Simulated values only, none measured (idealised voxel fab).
process module | voxel ribs on slabs
cross-section cut | 180 nm wide | cells 5 nm
A cross-section is a grid of square cells, given in bands from the top down. A band is one or more rows of cells.
Each band's line starts with the height of the band's top and of its bottom, in nm. Then come its materials from left to right, each with its width in nm. One material with "throughout" fills the band from edge to edge. "air" is empty space.
Height 0 is the level under which the wafer as received is all one material. The lowest band goes on downwards, as in "0 down".
A width such as "30 to 40" changes by the same amount from each row of cells to the next, from the band's top row to its bottom row.
"no change" after a step means that no cell of the cross-section changed.
closed voids: empty space of 8 cells or more with no open way to the top, each as width x height at its distance from the left edge, in nm
after a step's settings: what the simulator itself notes on the step
overlay nm, on a step with a mask: how far to the right of its planned place the mask lay; to the left if negative
plan
1 op RECEIVE | material Si
2 op DIRECTIONAL_DEP | material SiO2 | thk nm 25
3 op DIRECTIONAL_DEP | material polySi | thk nm 15
4 op DIRECTIONAL_DEP | material aC | thk nm 10
5 op PATTERN | tone cover | mask id RIB | material resist | width nm 20 | thk nm 30 | overlay nm 0
6 op DIRECTIONAL_ETCH | etch materials aC | depth nm 10
7 op STRIP | etch materials resist
8 op DIRECTIONAL_ETCH | etch materials polySi | depth nm 10
9 op STRIP | etch materials aC
10 op PATTERN | tone cover | mask id SLAB | material resist | width nm 70 | thk nm 15 | overlay nm 0
11 op DIRECTIONAL_ETCH | etch materials polySi | depth nm 5
12 op STRIP | etch materials resist
13 op FILL_DEP | material SiO2 | thk nm 25
14 op CMP | height nm 55
15 op DIRECTIONAL_DEP | material TiN | thk nm 10
16 op PATTERN | tone cover | mask id HEATER | material resist | width nm 30 | thk nm 15 | overlay nm 0
17 op DIRECTIONAL_ETCH | etch materials TiN | depth nm 10
18 op STRIP | etch materials resist
19 op CONFORMAL_DEP | material SiN | thk nm 5
first wafer, as planned
as received, after step 1
  0 down: Si throughout
  closed voids: none
after step 2
  25 to 0: SiO2 throughout
  below 0: unchanged
after step 3
  40 to 25: polySi throughout
  below 25: unchanged
after step 4
  50 to 40: aC throughout
  below 40: unchanged
after step 5
  80 to 50: air 80 | resist 20 | air 80
  below 50: unchanged
after step 6
  70 to 50: air 80 | resist 20 | air 80
  50 to 40: air 80 | aC 20 | air 80
  below 40: unchanged
after step 7
  50 to 40: air 80 | aC 20 | air 80
  below 40: unchanged
after step 8
  50 to 40: air 80 | aC 20 | air 80
  40 to 30: air 80 | polySi 20 | air 80
  below 30: unchanged
after step 9
  40 to 30: air 80 | polySi 20 | air 80
  below 30: unchanged
after step 10
  55 to 40: air 55 | resist 70 | air 55
  40 to 30: air 55 | resist 25 | polySi 20 | resist 25 | air 55
  below 30: unchanged
after step 11
  55 to 40: air 55 | resist 70 | air 55
  40 to 30: air 55 | resist 25 | polySi 20 | resist 25 | air 55
  30 to 25: air 55 | polySi 70 | air 55
  below 25: unchanged
after step 12
  40 to 30: air 80 | polySi 20 | air 80
  below 30: unchanged
after step 13
  65 to 40: SiO2 throughout
  40 to 30: SiO2 80 | polySi 20 | SiO2 80
  30 to 25: SiO2 55 | polySi 70 | SiO2 55
  below 25: unchanged
after step 14
  55 to 40: SiO2 throughout
  below 40: unchanged
after step 15
  65 to 55: TiN throughout
  below 55: unchanged
after step 16
  80 to 65: air 75 | resist 30 | air 75
  below 65: unchanged
after step 17
  80 to 65: air 75 | resist 30 | air 75
  65 to 55: air 75 | TiN 30 | air 75
  below 55: unchanged
after step 18
  65 to 55: air 75 | TiN 30 | air 75
  below 55: unchanged
after step 19
  70 to 65: air 70 | SiN 40 | air 70
  65 to 60: air 70 | SiN 5 | TiN 30 | SiN 5 | air 70
  60 to 55: SiN 75 | TiN 30 | SiN 75
  below 55: unchanged
second wafer: like start, like plan, one mistake. Through step 2 it matches the first wafer
when step 3 should have ended
  55 to 25: polySi throughout
  below 25: unchanged
when step 4 should have ended
  65 to 55: aC throughout
  below 55: unchanged
when step 5 should have ended
  95 to 65: air 80 | resist 20 | air 80
  below 65: unchanged
when step 6 should have ended
  85 to 65: air 80 | resist 20 | air 80
  65 to 55: air 80 | aC 20 | air 80
  below 55: unchanged
when step 7 should have ended
  65 to 55: air 80 | aC 20 | air 80
  below 55: unchanged
when step 8 should have ended
  65 to 55: air 80 | aC 20 | air 80
  55 to 45: air 80 | polySi 20 | air 80
  below 45: unchanged
when step 9 should have ended
  55 to 45: air 80 | polySi 20 | air 80
  below 45: unchanged
when step 10 should have ended
  70 to 55: air 55 | resist 70 | air 55
  55 to 45: air 55 | resist 25 | polySi 20 | resist 25 | air 55
  below 45: unchanged
when step 11 should have ended
  70 to 55: air 55 | resist 70 | air 55
  55 to 45: air 55 | resist 25 | polySi 20 | resist 25 | air 55
  45 to 40: air 55 | polySi 70 | air 55
  below 40: unchanged
when step 12 should have ended
  55 to 45: air 80 | polySi 20 | air 80
  below 45: unchanged
when step 13 should have ended
  80 to 55: SiO2 throughout
  55 to 45: SiO2 80 | polySi 20 | SiO2 80
  45 to 40: SiO2 55 | polySi 70 | SiO2 55
  below 40: unchanged
when step 14 should have ended
  55 to 45: SiO2 80 | polySi 20 | SiO2 80
  below 45: unchanged
when step 15 should have ended
  65 to 55: TiN throughout
  below 55: unchanged
when step 16 should have ended
  80 to 65: air 75 | resist 30 | air 75
  below 65: unchanged
when step 17 should have ended
  80 to 65: air 75 | resist 30 | air 75
  65 to 55: air 75 | TiN 30 | air 75
  below 55: unchanged
when step 18 should have ended
  65 to 55: air 75 | TiN 30 | air 75
  below 55: unchanged
when step 19 should have ended
  70 to 65: air 70 | SiN 40 | air 70
  65 to 60: air 70 | SiN 5 | TiN 30 | SiN 5 | air 70
  60 to 55: SiN 75 | TiN 30 | SiN 75
  below 55: unchanged
what went wrong: step 3 was run twice
at the end the second wafer has, in cells: 108 fewer of SiO2 | 108 more of polySi
